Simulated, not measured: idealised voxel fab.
The process module presented herein is designated voxel self aligned contacts.
It is cross-section cut that appears here, measuring 235 nm in width, its square cells being 5 nm in size.
In this document a cross-section is written as a grid of square cells. It is given as a series of bands, listed from the top down, and a band is one or more rows of cells.
Heights first: top, then bottom, in nm. Then materials, left to right, each with a width in nm. "all across" on a single material: fills the band edge to edge. "blank": empty space.
Convention: height 0 is the level below which the wafer, as received, is all one material. The lowest band does not terminate at the bottom but continues downward, represented as "from 0 down".
A width such as "30->40" changes by the same amount from each row of cells to the next, from the band's top row to its bottom row.
Reading "nothing different" for a step: not a cell of the cross-section changed in it.
If an empty space has no open way to the top and is at least 8 cells in size, "Closed void table" lists it, written width x height at distance, where distance is measured from the left edge and every value is in nm.
Where a step's line continues beyond its settings, the continuation is a remark by the simulator itself on that step.
overlay nm: how far to the right of its planned place the mask lay on this masked step (negative: to the left).

[Below is the list of planned process steps]
1. RECEIVE: material Si
2. CONFORMAL_DEP: material SiO2, thk nm 5
3. DIRECTIONAL_DEP: material polySi, thk nm 25
4. DIRECTIONAL_DEP: material SiN, thk nm 20
5. PATTERN: tone cover, mask id GATE, material resist, width nm 25, pitch nm 55, thk nm 15, overlay nm 0
6. DIRECTIONAL_ETCH: etch materials SiN, depth nm 20
7. DIRECTIONAL_ETCH: etch materials polySi, depth nm 25
8. STRIP: etch materials resist
9. CONFORMAL_DEP: material SiN, thk nm 5
10. DIRECTIONAL_ETCH: etch materials SiN, depth nm 5
11. FILL_DEP: material SiO2, thk nm 15
12. CMP: height nm 55
13. PATTERN: tone open, mask id CONTACT, material resist, width nm 40, pitch nm 55, thk nm 20, overlay nm -15
14. DIRECTIONAL_ETCH: etch materials SiO2, depth nm 55
15. STRIP: etch materials resist
16. CONFORMAL_DEP: material TiN, thk nm 5
17. FILL_DEP: material W, thk nm 10
18. CMP: height nm 55
19. CONFORMAL_DEP: material SiN, thk nm 5
It is noted that the wafers described herein are identical at the outset and are distinguished by the overlay nm of step 13; the value stated in the plan corresponds to the first wafer.

[Cut through the first of several wafers as received, post step 1]
    from 0 down | Si all across
    Closed void table: none

[Here is the cross-section of the first of several wafers at the end of the module, after its last step, step 19]
    from 60 to 55 | SiN all across
    from 55 to 50 | SiO2 (55)  TiN (30)  W (5)  TiN (5)  SiO2 (15)  TiN (30)  W (5)  TiN (5)  SiO2 (85)
    from 50 to 30 | SiO2 (45)  SiN (35)  TiN (5)  W (5)  TiN (5)  SiO2 (5)  SiN (35)  TiN (5)  W (5)  TiN (5)  SiO2 (5)  SiN (35)  SiO2 (45)
    from 30 to 5 | SiO2 (45)  SiN (5)  polySi (25)  SiN (5)  TiN (5)  W (5)  TiN (5)  SiO2 (5)  SiN (5)  polySi (25)  SiN (5)  TiN (5)  W (5)  TiN (5)  SiO2 (5)  SiN (5)  polySi (25)  SiN (5)  SiO2 (45)
    from 5 to 0 | SiO2 (80)  TiN (15)  SiO2 (40)  TiN (15)  SiO2 (85)
    from 0 down | Si all across
    Closed void table: none

[Here's the last wafer cross-sectioned at the end of the module]
    from 60 to 55 | SiN all across
    from 55 to 50 | SiO2 (85)  TiN (5)  W (5)  TiN (30)  SiO2 (15)  TiN (5)  W (5)  TiN (30)  SiO2 (55)
    from 50 to 30 | SiO2 (45)  SiN (35)  SiO2 (5)  TiN (5)  W (5)  TiN (5)  SiN (35)  SiO2 (5)  TiN (5)  W (5)  TiN (5)  SiN (35)  SiO2 (45)
    from 30 to 5 | SiO2 (45)  SiN (5)  polySi (25)  SiN (5)  SiO2 (5)  TiN (5)  W (5)  TiN (5)  SiN (5)  polySi (25)  SiN (5)  SiO2 (5)  TiN (5)  W (5)  TiN (5)  SiN (5)  polySi (25)  SiN (5)  SiO2 (45)
    from 5 to 0 | SiO2 (85)  TiN (15)  SiO2 (40)  TiN (15)  SiO2 (80)
    from 0 down | Si all across
    Closed void table: none

[The following table contains a row per wafer, in which are reported, at the conclusion of the module, the cells of each material gained (+) or lost (-) since the wafer's receipt, with its closed voids given thereafter]
overlay nm -15, +161 SiN, +252 SiO2, +56 TiN, +20 W, +75 polySi, Closed void table: none
overlay nm -10, +161 SiN, +232 SiO2, +56 TiN, +40 W, +75 polySi, Closed void table: none
overlay nm -5, +161 SiN, +232 SiO2, +56 TiN, +40 W, +75 polySi, Closed void table: none
overlay nm 0, +161 SiN, +232 SiO2, +56 TiN, +40 W, +75 polySi, Closed void table: none
overlay nm 5, +161 SiN, +232 SiO2, +56 TiN, +40 W, +75 polySi, Closed void table: none
overlay nm 10, +161 SiN, +232 SiO2, +56 TiN, +40 W, +75 polySi, Closed void table: none
overlay nm 15, +161 SiN, +252 SiO2, +56 TiN, +20 W, +75 polySi, Closed void table: none
